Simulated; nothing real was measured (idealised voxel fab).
process module | voxel ribs on slabs
cross-section cut | 240 nm wide | cells 5 nm
A cross-section is a grid of square cells, given in bands from the top down. A band is one or more rows of cells.
Each band's line starts with the height of the band's top and of its bottom, in nm. Then come its materials from left to right, each with its width in nm. One material with "throughout" fills the band from edge to edge. "air" is empty space.
Height 0 is the level under which the wafer as received is all one material. The lowest band goes on downwards, as in "0 down".
A width such as "30 to 40" changes by the same amount from each row of cells to the next, from the band's top row to its bottom row.
"no change" after a step means that no cell of the cross-section changed.
closed voids: empty space of 8 cells or more with no open way to the top, each as width x height at its distance from the left edge, in nm
after a step's settings: what the simulator itself notes on the step
overlay nm, on a step with a mask: how far to the right of its planned place the mask lay; to the left if negative
Each pair below shows a cross-section before one step and the cross-section after it, down to the lowest band that changed. The line under each pair gives the step between them, with its settings. The pairs can come from different runs of this module on the same starting wafer, so a pair continues from the pair above only where its "before" says so.
before
  0 down: Si throughout
  closed voids: none
after
  30 to 0: SiO2 throughout
  below 0: unchanged
  closed voids: none
the step between: op DIRECTIONAL_DEP | material SiO2 | thk nm 30
before: the cross-section after the pair above
after
  55 to 30: SiN throughout
  below 30: unchanged
  closed voids: none
the step between: op DIRECTIONAL_DEP | material SiN | thk nm 25
before: the cross-section after the pair above
after
  65 to 55: aC throughout
  below 55: unchanged
  closed voids: none
the step between: op DIRECTIONAL_DEP | material aC | thk nm 10
before: the cross-section after the pair above
after
  90 to 65: air 105 | resist 25 | air 110
  below 65: unchanged
  closed voids: none
the step between: op PATTERN | tone cover | mask id RIB | material resist | width nm 25 | thk nm 25 | overlay nm 0
before: the cross-section after the pair above
after
  80 to 65: air 105 | resist 25 | air 110
  65 to 55: air 105 | aC 25 | air 110
  below 55: unchanged
  closed voids: none
the step between: op DIRECTIONAL_ETCH | etch materials aC | depth nm 10
before: the cross-section after the pair above
after
  65 to 55: air 105 | aC 25 | air 110
  below 55: unchanged
  closed voids: none
the step between: op STRIP | etch materials resist
before: the cross-section after the pair above
after
  65 to 55: air 105 | aC 25 | air 110
  55 to 45: air 105 | SiN 25 | air 110
  below 45: unchanged
  closed voids: none
the step between: op DIRECTIONAL_ETCH | etch materials SiN | depth nm 10
before: the cross-section after the pair above
after
  55 to 45: air 105 | SiN 25 | air 110
  below 45: unchanged
  closed voids: none
the step between: op STRIP | etch materials aC
before: the cross-section after the pair above
after
  75 to 55: air 75 | resist 85 | air 80
  55 to 45: air 75 | resist 30 | SiN 25 | resist 30 | air 80
  below 45: unchanged
  closed voids: none
the step between: op PATTERN | tone cover | mask id SLAB | material resist | width nm 85 | thk nm 20 | overlay nm 0
before: the cross-section after the pair above
after
  75 to 55: air 75 | resist 85 | air 80
  55 to 45: air 75 | resist 30 | SiN 25 | resist 30 | air 80
  45 to 30: air 75 | SiN 85 | air 80
  below 30: unchanged
  closed voids: none
the step between: op DIRECTIONAL_ETCH | etch materials SiN | depth nm 15
before: the cross-section after the pair above
after
  55 to 45: air 105 | SiN 25 | air 110
  below 45: unchanged
  closed voids: none
the step between: op STRIP | etch materials resist
before: the cross-section after the pair above
after
  85 to 55: SiO2 throughout
  55 to 45: SiO2 105 | SiN 25 | SiO2 110
  45 to 30: SiO2 75 | SiN 85 | SiO2 80
  below 30: unchanged
  closed voids: none
the step between: op FILL_DEP | material SiO2 | thk nm 30
before: the cross-section after the pair above
after
  75 to 55: SiO2 throughout
  below 55: unchanged
  closed voids: none
the step between: op CMP | height nm 75
before: the cross-section after the pair above
after
  85 to 75: W throughout
  below 75: unchanged
  closed voids: none
the step between: op DIRECTIONAL_DEP | material W | thk nm 10
before: the cross-section after the pair above
after
  100 to 85: aC throughout
  below 85: unchanged
  closed voids: none
the step between: op DIRECTIONAL_DEP | material aC | thk nm 15
before: the cross-section after the pair above
after
  135 to 100: air 100 | resist 35 | air 105
  below 100: unchanged
  closed voids: none
the step between: op PATTERN | tone cover | mask id HEATER | material resist | width nm 35 | thk nm 35 | overlay nm 0
before: the cross-section after the pair above
after
  120 to 100: air 100 | resist 35 | air 105
  100 to 85: air 100 | aC 35 | air 105
  below 85: unchanged
  closed voids: none
the step between: op DIRECTIONAL_ETCH | etch materials aC | depth nm 15
before: the cross-section after the pair above
after
  100 to 85: air 100 | aC 35 | air 105
  below 85: unchanged
  closed voids: none
the step between: op STRIP | etch materials resist
before: the cross-section after the pair above
after
  100 to 85: air 100 | aC 35 | air 105
  85 to 75: air 100 | W 35 | air 105
  below 75: unchanged
  closed voids: none
the step between: op DIRECTIONAL_ETCH | etch materials W | depth nm 10
before: the cross-section after the pair above
after
  85 to 75: air 100 | W 35 | air 105
  below 75: unchanged
  closed voids: none
the step between: op STRIP | etch materials aC
before: the cross-section after the pair above
after
  95 to 85: air 90 | SiN 55 | air 95
  85 to 75: SiN 100 | W 35 | SiN 105
  below 75: unchanged
  closed voids: none
the step between: op CONFORMAL_DEP | material SiN | thk nm 10
before
  30 to 0: SiO2 throughout
  0 down: Si throughout
  closed voids: none
after
  60 to 0: SiO2 throughout
  below 0: unchanged
  closed voids: none
the step between: op DIRECTIONAL_DEP | material SiO2 | thk nm 30
before: the cross-section after the pair above
after
  85 to 60: SiN throughout
  below 60: unchanged
  closed voids: none
the step between: op DIRECTIONAL_DEP | material SiN | thk nm 25
before: the cross-section after the pair above
after
  95 to 85: aC throughout
  below 85: unchanged
  closed voids: none
the step between: op DIRECTIONAL_DEP | material aC | thk nm 10
before: the cross-section after the pair above
after
  120 to 95: air 105 | resist 25 | air 110
  below 95: unchanged
  closed voids: none
the step between: op PATTERN | tone cover | mask id RIB | material resist | width nm 25 | thk nm 25 | overlay nm 0
before: the cross-section after the pair above
after
  110 to 95: air 105 | resist 25 | air 110
  95 to 85: air 105 | aC 25 | air 110
  below 85: unchanged
  closed voids: none
the step between: op DIRECTIONAL_ETCH | etch materials aC | depth nm 10
before: the cross-section after the pair above
after
  95 to 85: air 105 | aC 25 | air 110
  below 85: unchanged
  closed voids: none
the step between: op STRIP | etch materials resist
before: the cross-section after the pair above
after
  95 to 85: air 105 | aC 25 | air 110
  85 to 75: air 105 | SiN 25 | air 110
  below 75: unchanged
  closed voids: none
the step between: op DIRECTIONAL_ETCH | etch materials SiN | depth nm 10
before: the cross-section after the pair above
after
  85 to 75: air 105 | SiN 25 | air 110
  below 75: unchanged
  closed voids: none
the step between: op STRIP | etch materials aC
before: the cross-section after the pair above
after
  105 to 85: air 75 | resist 85 | air 80
  85 to 75: air 75 | resist 30 | SiN 25 | resist 30 | air 80
  below 75: unchanged
  closed voids: none
the step between: op PATTERN | tone cover | mask id SLAB | material resist | width nm 85 | thk nm 20 | overlay nm 0
before: the cross-section after the pair above
after
  105 to 85: air 75 | resist 85 | air 80
  85 to 75: air 75 | resist 30 | SiN 25 | resist 30 | air 80
  75 to 60: air 75 | SiN 85 | air 80
  below 60: unchanged
  closed voids: none
the step between: op DIRECTIONAL_ETCH | etch materials SiN | depth nm 15
before: the cross-section after the pair above
after
  85 to 75: air 105 | SiN 25 | air 110
  below 75: unchanged
  closed voids: none
the step between: op STRIP | etch materials resist
before: the cross-section after the pair above
after
  115 to 85: SiO2 throughout
  85 to 75: SiO2 105 | SiN 25 | SiO2 110
  75 to 60: SiO2 75 | SiN 85 | SiO2 80
  below 60: unchanged
  closed voids: none
the step between: op FILL_DEP | material SiO2 | thk nm 30
before: the cross-section after the pair above
after
  75 to 60: SiO2 75 | SiN 85 | SiO2 80
  below 60: unchanged
  closed voids: none
the step between: op CMP | height nm 75
before: the cross-section after the pair above
after
  85 to 75: W throughout
  below 75: unchanged
  closed voids: none
the step between: op DIRECTIONAL_DEP | material W | thk nm 10
before: the cross-section after the pair above
after
  100 to 85: aC throughout
  below 85: unchanged
  closed voids: none
the step between: op DIRECTIONAL_DEP | material aC | thk nm 15
before: the cross-section after the pair above
after
  135 to 100: air 100 | resist 35 | air 105
  below 100: unchanged
  closed voids: none
the step between: op PATTERN | tone cover | mask id HEATER | material resist | width nm 35 | thk nm 35 | overlay nm 0
before: the cross-section after the pair above
after
  120 to 100: air 100 | resist 35 | air 105
  100 to 85: air 100 | aC 35 | air 105
  below 85: unchanged
  closed voids: none
the step between: op DIRECTIONAL_ETCH | etch materials aC | depth nm 15
before: the cross-section after the pair above
after
  100 to 85: air 100 | aC 35 | air 105
  below 85: unchanged
  closed voids: none
the step between: op STRIP | etch materials resist
before: the cross-section after the pair above
after
  100 to 85: air 100 | aC 35 | air 105
  85 to 75: air 100 | W 35 | air 105
  below 75: unchanged
  closed voids: none
the step between: op DIRECTIONAL_ETCH | etch materials W | depth nm 10
before: the cross-section after the pair above
after
  85 to 75: air 100 | W 35 | air 105
  below 75: unchanged
  closed voids: none
the step between: op STRIP | etch materials aC
before: the cross-section after the pair above
after
  95 to 85: air 90 | SiN 55 | air 95
  85 to 75: SiN 100 | W 35 | SiN 105
  below 75: unchanged
  closed voids: none
the step between: op CONFORMAL_DEP | material SiN | thk nm 10
before
  0 down: Si throughout
  closed voids: none
after
  25 to 0: SiN throughout
  below 0: unchanged
  closed voids: none
the step between: op DIRECTIONAL_DEP | material SiN | thk nm 25
before: the cross-section after the pair above
after
  55 to 25: SiO2 throughout
  below 25: unchanged
  closed voids: none
the step between: op DIRECTIONAL_DEP | material SiO2 | thk nm 30
before: the cross-section after the pair above
after
  65 to 55: aC throughout
  below 55: unchanged
  closed voids: none
the step between: op DIRECTIONAL_DEP | material aC | thk nm 10
before: the cross-section after the pair above
after
  90 to 65: air 105 | resist 25 | air 110
  below 65: unchanged
  closed voids: none
the step between: op PATTERN | tone cover | mask id RIB | material resist | width nm 25 | thk nm 25 | overlay nm 0
before: the cross-section after the pair above
after
  80 to 65: air 105 | resist 25 | air 110
  65 to 55: air 105 | aC 25 | air 110
  below 55: unchanged
  closed voids: none
the step between: op DIRECTIONAL_ETCH | etch materials aC | depth nm 10
before: the cross-section after the pair above
after
  65 to 55: air 105 | aC 25 | air 110
  below 55: unchanged
  closed voids: none
the step between: op STRIP | etch materials resist
before: the cross-section after the pair above
after
  55 to 25: SiO2 throughout
  below 25: unchanged
  closed voids: none
the step between: op STRIP | etch materials aC
before: the cross-section after the pair above
after
  75 to 55: air 75 | resist 85 | air 80
  below 55: unchanged
  closed voids: none
the step between: op PATTERN | tone cover | mask id SLAB | material resist | width nm 85 | thk nm 20 | overlay nm 0
before: the cross-section after the pair above
after
  55 to 25: SiO2 throughout
  below 25: unchanged
  closed voids: none
the step between: op STRIP | etch materials resist
before: the cross-section after the pair above
after
  85 to 25: SiO2 throughout
  below 25: unchanged
  closed voids: none
the step between: op FILL_DEP | material SiO2 | thk nm 30
before: the cross-section after the pair above
after
  75 to 25: SiO2 throughout
  below 25: unchanged
  closed voids: none
the step between: op CMP | height nm 75
before: the cross-section after the pair above
after
  85 to 75: W throughout
  below 75: unchanged
  closed voids: none
the step between: op DIRECTIONAL_DEP | material W | thk nm 10
before: the cross-section after the pair above
after
  100 to 85: aC throughout
  below 85: unchanged
  closed voids: none
the step between: op DIRECTIONAL_DEP | material aC | thk nm 15
before: the cross-section after the pair above
after
  135 to 100: air 100 | resist 35 | air 105
  below 100: unchanged
  closed voids: none
the step between: op PATTERN | tone cover | mask id HEATER | material resist | width nm 35 | thk nm 35 | overlay nm 0
before: the cross-section after the pair above
after
  120 to 100: air 100 | resist 35 | air 105
  100 to 85: air 100 | aC 35 | air 105
  below 85: unchanged
  closed voids: none
the step between: op DIRECTIONAL_ETCH | etch materials aC | depth nm 15
before: the cross-section after the pair above
after
  100 to 85: air 100 | aC 35 | air 105
  below 85: unchanged
  closed voids: none
the step between: op STRIP | etch materials resist
before: the cross-section after the pair above
after
  100 to 85: air 100 | aC 35 | air 105
  85 to 75: air 100 | W 35 | air 105
  below 75: unchanged
  closed voids: none
the step between: op DIRECTIONAL_ETCH | etch materials W | depth nm 10
before: the cross-section after the pair above
after
  85 to 75: air 100 | W 35 | air 105
  below 75: unchanged
  closed voids: none
the step between: op STRIP | etch materials aC
before: the cross-section after the pair above
after
  95 to 85: air 90 | SiN 55 | air 95
  85 to 75: SiN 100 | W 35 | SiN 105
  below 75: unchanged
  closed voids: none
the step between: op CONFORMAL_DEP | material SiN | thk nm 10
before
  100 to 85: air 100 | aC 35 | air 105
  85 to 75: W throughout
  75 to 55: SiO2 throughout
  55 to 45: SiO2 105 | SiN 25 | SiO2 110
  45 to 30: SiO2 75 | SiN 85 | SiO2 80
  30 to 0: SiO2 throughout
  0 down: Si throughout
  closed voids: none
after
  100 to 85: air 100 | aC 35 | air 105
  85 to 80: air 100 | W 35 | air 105
  below 80: unchanged
  closed voids: none
the step between: op DIRECTIONAL_ETCH | etch materials W | depth nm 5
before: the cross-section after the pair above
after
  85 to 80: air 100 | W 35 | air 105
  below 80: unchanged
  closed voids: none
the step between: op STRIP | etch materials aC
before: the cross-section after the pair above
after
  95 to 90: air 90 | SiN 55 | air 95
  90 to 85: SiN throughout
  85 to 80: SiN 100 | W 35 | SiN 105
  below 80: unchanged
  closed voids: none
the step between: op CONFORMAL_DEP | material SiN | thk nm 10
before
  100 to 85: aC throughout
  85 to 75: W throughout
  75 to 55: SiO2 throughout
  55 to 45: SiO2 105 | SiN 25 | SiO2 110
  45 to 30: SiO2 75 | SiN 85 | SiO2 80
  30 to 0: SiO2 throughout
  0 down: Si throughout
  closed voids: none
after
  135 to 100: air 105 | resist 25 | air 110
  below 100: unchanged
  closed voids: none
the step between: op PATTERN | tone cover | mask id HEATER | material resist | width nm 25 | thk nm 35 | overlay nm 0
before: the cross-section after the pair above
after
  120 to 100: air 105 | resist 25 | air 110
  100 to 85: air 105 | aC 25 | air 110
  below 85: unchanged
  closed voids: none
the step between: op DIRECTIONAL_ETCH | etch materials aC | depth nm 15
before: the cross-section after the pair above
after
  100 to 85: air 105 | aC 25 | air 110
  below 85: unchanged
  closed voids: none
the step between: op STRIP | etch materials resist
before: the cross-section after the pair above
after
  100 to 85: air 105 | aC 25 | air 110
  85 to 75: air 105 | W 25 | air 110
  below 75: unchanged
  closed voids: none
the step between: op DIRECTIONAL_ETCH | etch materials W | depth nm 10
before: the cross-section after the pair above
after
  85 to 75: air 105 | W 25 | air 110
  below 75: unchanged
  closed voids: none
the step between: op STRIP | etch materials aC
before: the cross-section after the pair above
after
  95 to 85: air 95 | SiN 45 | air 100
  85 to 75: SiN 105 | W 25 | SiN 110
  below 75: unchanged
  closed voids: none
the step between: op CONFORMAL_DEP | material SiN | thk nm 10
before
  55 to 45: air 105 | SiN 25 | air 110
  45 to 30: SiN throughout
  30 to 0: SiO2 throughout
  0 down: Si throughout
  closed voids: none
after
  75 to 55: air 85 | resist 85 | air 70
  55 to 45: air 85 | resist 20 | SiN 25 | resist 40 | air 70
  below 45: unchanged
  closed voids: none
the step between: op PATTERN | tone cover | mask id SLAB | material resist | width nm 85 | thk nm 20 | overlay nm 10
before: the cross-section after the pair above
after
  75 to 55: air 85 | resist 85 | air 70
  55 to 45: air 85 | resist 20 | SiN 25 | resist 40 | air 70
  45 to 30: air 85 | SiN 85 | air 70
  below 30: unchanged
  closed voids: none
the step between: op DIRECTIONAL_ETCH | etch materials SiN | depth nm 15
before: the cross-section after the pair above
after
  55 to 45: air 105 | SiN 25 | air 110
  below 45: unchanged
  closed voids: none
the step between: op STRIP | etch materials resist
before: the cross-section after the pair above
after
  85 to 55: SiO2 throughout
  55 to 45: SiO2 105 | SiN 25 | SiO2 110
  45 to 30: SiO2 85 | SiN 85 | SiO2 70
  below 30: unchanged
  closed voids: none
the step between: op FILL_DEP | material SiO2 | thk nm 30
before: the cross-section after the pair above
after
  75 to 55: SiO2 throughout
  below 55: unchanged
  closed voids: none
the step between: op CMP | height nm 75
before: the cross-section after the pair above
after
  85 to 75: W throughout
  below 75: unchanged
  closed voids: none
the step between: op DIRECTIONAL_DEP | material W | thk nm 10
before: the cross-section after the pair above
after
  100 to 85: aC throughout
  below 85: unchanged
  closed voids: none
the step between: op DIRECTIONAL_DEP | material aC | thk nm 15
before: the cross-section after the pair above
after
  135 to 100: air 100 | resist 35 | air 105
  below 100: unchanged
  closed voids: none
the step between: op PATTERN | tone cover | mask id HEATER | material resist | width nm 35 | thk nm 35 | overlay nm 0
before: the cross-section after the pair above
after
  120 to 100: air 100 | resist 35 | air 105
  100 to 85: air 100 | aC 35 | air 105
  below 85: unchanged
  closed voids: none
the step between: op DIRECTIONAL_ETCH | etch materials aC | depth nm 15
before: the cross-section after the pair above
after
  100 to 85: air 100 | aC 35 | air 105
  below 85: unchanged
  closed voids: none
the step between: op STRIP | etch materials resist
before: the cross-section after the pair above
after
  100 to 85: air 100 | aC 35 | air 105
  85 to 75: air 100 | W 35 | air 105
  below 75: unchanged
  closed voids: none
the step between: op DIRECTIONAL_ETCH | etch materials W | depth nm 10
before: the cross-section after the pair above
after
  85 to 75: air 100 | W 35 | air 105
  below 75: unchanged
  closed voids: none
the step between: op STRIP | etch materials aC
before: the cross-section after the pair above
after
  95 to 85: air 90 | SiN 55 | air 95
  85 to 75: SiN 100 | W 35 | SiN 105
  below 75: unchanged
  closed voids: none
the step between: op CONFORMAL_DEP | material SiN | thk nm 10
before
  85 to 75: W throughout
  75 to 55: SiO2 throughout
  55 to 45: SiO2 105 | SiN 25 | SiO2 110
  45 to 30: SiO2 75 | SiN 85 | SiO2 80
  30 to 0: SiO2 throughout
  0 down: Si throughout
  closed voids: none
after
  100 to 85: SiN throughout
  below 85: unchanged
  closed voids: none
the step between: op DIRECTIONAL_DEP | material SiN | thk nm 15
before: the cross-section after the pair above
after
  135 to 100: air 100 | resist 35 | air 105
  below 100: unchanged
  closed voids: none
the step between: op PATTERN | tone cover | mask id HEATER | material resist | width nm 35 | thk nm 35 | overlay nm 0
before: the cross-section after the pair above
after
  120 to 100: air 100 | resist 35 | air 105
  below 100: unchanged
  closed voids: none
the step between: op DIRECTIONAL_ETCH | etch materials aC | depth nm 15
before: the cross-section after the pair above
after
  100 to 85: SiN throughout
  below 85: unchanged
  closed voids: none
the step between: op STRIP | etch materials resist
before: the cross-section after the pair above
after
  110 to 85: SiN throughout
  below 85: unchanged
  closed voids: none
the step between: op CONFORMAL_DEP | material SiN | thk nm 10
before
  100 to 85: aC throughout
  85 to 75: W throughout
  75 to 55: SiO2 throughout
  55 to 45: SiO2 105 | SiN 25 | SiO2 110
  45 to 30: SiO2 75 | SiN 85 | SiO2 80
  30 to 0: SiO2 throughout
  0 down: Si throughout
  closed voids: none
after
  135 to 100: resist 100 | air 35 | resist 105
  below 100: unchanged
  closed voids: none
the step between: op PATTERN | tone open | mask id HEATER | material resist | width nm 35 | thk nm 35 | overlay nm 0
before: the cross-section after the pair above
after
  120 to 100: resist 100 | air 35 | resist 105
  100 to 85: aC 100 | air 35 | aC 105
  below 85: unchanged
  closed voids: none
the step between: op DIRECTIONAL_ETCH | etch materials aC | depth nm 15
before: the cross-section after the pair above
after
  100 to 85: aC 100 | air 35 | aC 105
  below 85: unchanged
  closed voids: none
the step between: op STRIP | etch materials resist
before: the cross-section after the pair above
after
  100 to 85: aC 100 | air 35 | aC 105
  85 to 75: W 100 | air 35 | W 105
  below 75: unchanged
  closed voids: none
the step between: op DIRECTIONAL_ETCH | etch materials W | depth nm 10
before: the cross-section after the pair above
after
  85 to 75: W 100 | air 35 | W 105
  below 75: unchanged
  closed voids: none
the step between: op STRIP | etch materials aC
before: the cross-section after the pair above
after
  95 to 85: SiN 110 | air 15 | SiN 115
  85 to 75: W 100 | SiN 35 | W 105
  below 75: unchanged
  closed voids: none
the step between: op CONFORMAL_DEP | material SiN | thk nm 10
